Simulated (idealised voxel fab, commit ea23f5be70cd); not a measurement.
process module | voxel wiring stack
In the cross-section labelled cut, the width is 250 nm and each square cell is 5 nm.
This document writes a cross-section as a grid whose cells are square, and gives it as bands, listed from the top down; one or more rows of cells form a band. It is stipulated that each band's entry specify, in nanometres, the height of the top of the band and then that of its bottom, followed by the materials of the band in left-to-right sequence, each together with its width in nanometres. A single material marked by the word "throughout" is understood to fill the band from edge to edge; the word "blank" is understood to denote empty space. Ref level 0: as-received wafer is one material below here. Bottom band extends down with no lower bound ("top 0, no bottom"). You'd read "30 to 40" like this: the band's top row of cells is as wide as the first number, its bottom row is as wide as the second, and going down, every row changes width by the same amount as the row before did. You'll sometimes find "remains unaltered" written for a step, and that's the way of saying that nowhere in the cross-section did a cell change during that step. This entry, "Closed-off voids", enumerates those empty regions of no fewer than 8 cells that possess no open connection to the top. Each region is reported in the form width x height at distance, the distance being taken from the left edge, with all three quantities expressed in nm. Step line, after settings: the simulator's comment on this step. overlay nm: mask right of planned place by this much (step with mask). Neg. = left.

PLAN
1 op RECEIVE | material Si
2 op CONFORMAL_DEP | material SiO2 | thk nm 10
3 op DIRECTIONAL_DEP | material TiN | thk nm 5
4 op DIRECTIONAL_DEP | material W | thk nm 15
5 op DIRECTIONAL_DEP | material aC | thk nm 10
6 op PATTERN | tone cover | mask id METAL_1 | material resist | width nm 30 | pitch nm 50 | thk nm 25 | overlay nm 0
7 op DIRECTIONAL_ETCH | etch materials aC | depth nm 10
8 op STRIP | etch materials resist
9 op DIRECTIONAL_ETCH | etch materials W | depth nm 15
10 op DIRECTIONAL_ETCH | etch materials TiN | depth nm 5
11 op STRIP | etch materials aC
12 op FILL_DEP | material lowk | thk nm 5
13 op CMP | height nm 30
14 op CONFORMAL_DEP | material SiCN | thk nm 5
15 op DIRECTIONAL_DEP | material lowk | thk nm 25
16 op DIRECTIONAL_DEP | material aC | thk nm 10
17 op PATTERN | tone open | mask id METAL_2 | material resist | width nm 30 | pitch nm 50 | thk nm 25 | overlay nm 0
18 op DIRECTIONAL_ETCH | etch materials aC | depth nm 10
19 op STRIP | etch materials resist
20 op DIRECTIONAL_ETCH | etch materials lowk | depth nm 15
21 op STRIP | etch materials aC
22 op MASKED_ETCH | tone open | mask id METAL_2_HOLES | width nm 15 | pitch nm 50 | etch materials lowk | depth nm 10 | overlay nm 0
23 op MASKED_ETCH | tone open | mask id METAL_2_HOLES | width nm 15 | pitch nm 50 | etch materials SiCN | depth nm 5 | overlay nm 0
24 op CONFORMAL_DEP | material TiN | thk nm 5
25 op FILL_DEP | material Cu | thk nm 10
26 op CMP | height nm 60
27 op CONFORMAL_DEP | material SiCN | thk nm 5
28 op DIRECTIONAL_DEP | material SiO2 | thk nm 15
29 op PATTERN | tone open | mask id PLUG_2 | material resist | width nm 15 | pitch nm 50 | thk nm 15 | overlay nm 0
30 op DIRECTIONAL_ETCH | etch materials SiO2 | depth nm 15
31 op DIRECTIONAL_ETCH | etch materials SiCN | depth nm 5
32 op STRIP | etch materials resist
33 op EPI | material Ru | thk nm 10
34 op EPI | material Ru | thk nm 10
35 op DIRECTIONAL_DEP | material TiN | thk nm 5
36 op DIRECTIONAL_DEP | material Ru | thk nm 25
37 op MASKED_ETCH | tone cover | mask id METAL_3 | width nm 30 | pitch nm 50 | etch materials Ru | depth nm 25 | overlay nm 0
38 op MASKED_ETCH | tone cover | mask id METAL_3 | width nm 30 | pitch nm 50 | etch materials TiN | depth nm 5 | overlay nm 0
39 op CONFORMAL_DEP | material SiCN | thk nm 5
40 op FILL_DEP | material lowk | thk nm 5
41 op CMP | height nm 110
42 op CONFORMAL_DEP | material SiCN | thk nm 5

CROSS-SECTION OF THE WAFER AS IT CAME TO US, I.E., ALREADY THROUGH STEP 1
	top 0, no bottom = Si throughout
	Closed-off voids: none

MODULE COMPLETE - CROSS-SECTION OF THE FIRST OF TWO WAFERS, RUN ACCORDING TO PLAN
	top 115, bottom 110 = SiCN throughout
	top 110, bottom 85 = 55 lowk  5 SiCN  30 Ru  5 SiCN  10 lowk  5 SiCN  30 Ru  5 SiCN  10 lowk  5 SiCN  30 Ru  5 SiCN  55 lowk
	top 85, bottom 80 = 60 SiCN  30 TiN  20 SiCN  30 TiN  20 SiCN  30 TiN  60 SiCN
	top 80, bottom 65 = 60 SiO2  15 Ru  35 SiO2  15 Ru  35 SiO2  15 Ru  75 SiO2
	top 65, bottom 60 = 60 SiCN  15 Ru  35 SiCN  15 Ru  35 SiCN  15 Ru  75 SiCN
	top 60, bottom 50 = 60 lowk  5 TiN  20 Cu  5 TiN  20 lowk  5 TiN  20 Cu  5 TiN  20 lowk  5 TiN  20 Cu  5 TiN  60 lowk
	top 50, bottom 45 = 60 lowk  5 TiN  5 Cu  20 TiN  20 lowk  5 TiN  5 Cu  20 TiN  20 lowk  5 TiN  5 Cu  20 TiN  60 lowk
	top 45, bottom 35 = 60 lowk  5 TiN  5 Cu  5 TiN  35 lowk  5 TiN  5 Cu  5 TiN  35 lowk  5 TiN  5 Cu  5 TiN  75 lowk
	top 35, bottom 30 = 60 SiCN  15 TiN  35 SiCN  15 TiN  35 SiCN  15 TiN  75 SiCN
	top 30, bottom 15 = 60 lowk  30 W  20 lowk  30 W  20 lowk  30 W  60 lowk
	top 15, bottom 10 = 60 lowk  30 TiN  20 lowk  30 TiN  20 lowk  30 TiN  60 lowk
	top 10, bottom 0 = SiO2 throughout
	top 0, no bottom = Si throughout
	Closed-off voids: none

CROSS-SECTIONAL VIEW: SECOND OF TWO WAFERS, END OF MODULE; START AND PLAN IDENTICAL TO THE FIRST, ONE MISTAKE IN RUNNING
	top 115, bottom 110 = SiCN throughout
	top 110, bottom 85 = 55 lowk  5 SiCN  30 Ru  5 SiCN  10 lowk  5 SiCN  30 Ru  5 SiCN  10 lowk  5 SiCN  30 Ru  5 SiCN  55 lowk
	top 85, bottom 80 = 60 SiCN  30 TiN  20 SiCN  30 TiN  20 SiCN  30 TiN  60 SiCN
	top 80, bottom 65 = 55 SiO2  15 Ru  35 SiO2  15 Ru  35 SiO2  15 Ru  80 SiO2
	top 65, bottom 60 = 55 SiCN  15 Ru  35 SiCN  15 Ru  35 SiCN  15 Ru  80 SiCN
	top 60, bottom 50 = 60 lowk  5 TiN  20 Cu  5 TiN  20 lowk  5 TiN  20 Cu  5 TiN  20 lowk  5 TiN  20 Cu  5 TiN  60 lowk
	top 50, bottom 45 = 60 lowk  5 TiN  5 Cu  20 TiN  20 lowk  5 TiN  5 Cu  20 TiN  20 lowk  5 TiN  5 Cu  20 TiN  60 lowk
	top 45, bottom 35 = 60 lowk  5 TiN  5 Cu  5 TiN  35 lowk  5 TiN  5 Cu  5 TiN  35 lowk  5 TiN  5 Cu  5 TiN  75 lowk
	top 35, bottom 30 = 60 SiCN  15 TiN  35 SiCN  15 TiN  35 SiCN  15 TiN  75 SiCN
	top 30, bottom 15 = 60 lowk  30 W  20 lowk  30 W  20 lowk  30 W  60 lowk
	top 15, bottom 10 = 60 lowk  30 TiN  20 lowk  30 TiN  20 lowk  30 TiN  60 lowk
	top 10, bottom 0 = SiO2 throughout
	top 0, no bottom = Si throughout
	Closed-off voids: none
Want to know what went wrong? for step 29, the planned setting was not used; the step was instead run as op PATTERN | tone open | mask id PLUG_2 | material resist | width nm 15 | pitch nm 50 | thk nm 15 | overlay nm -5
By the end, you'd get the same cell count for each material on either wafer, but the second wafer puts them somewhere else.
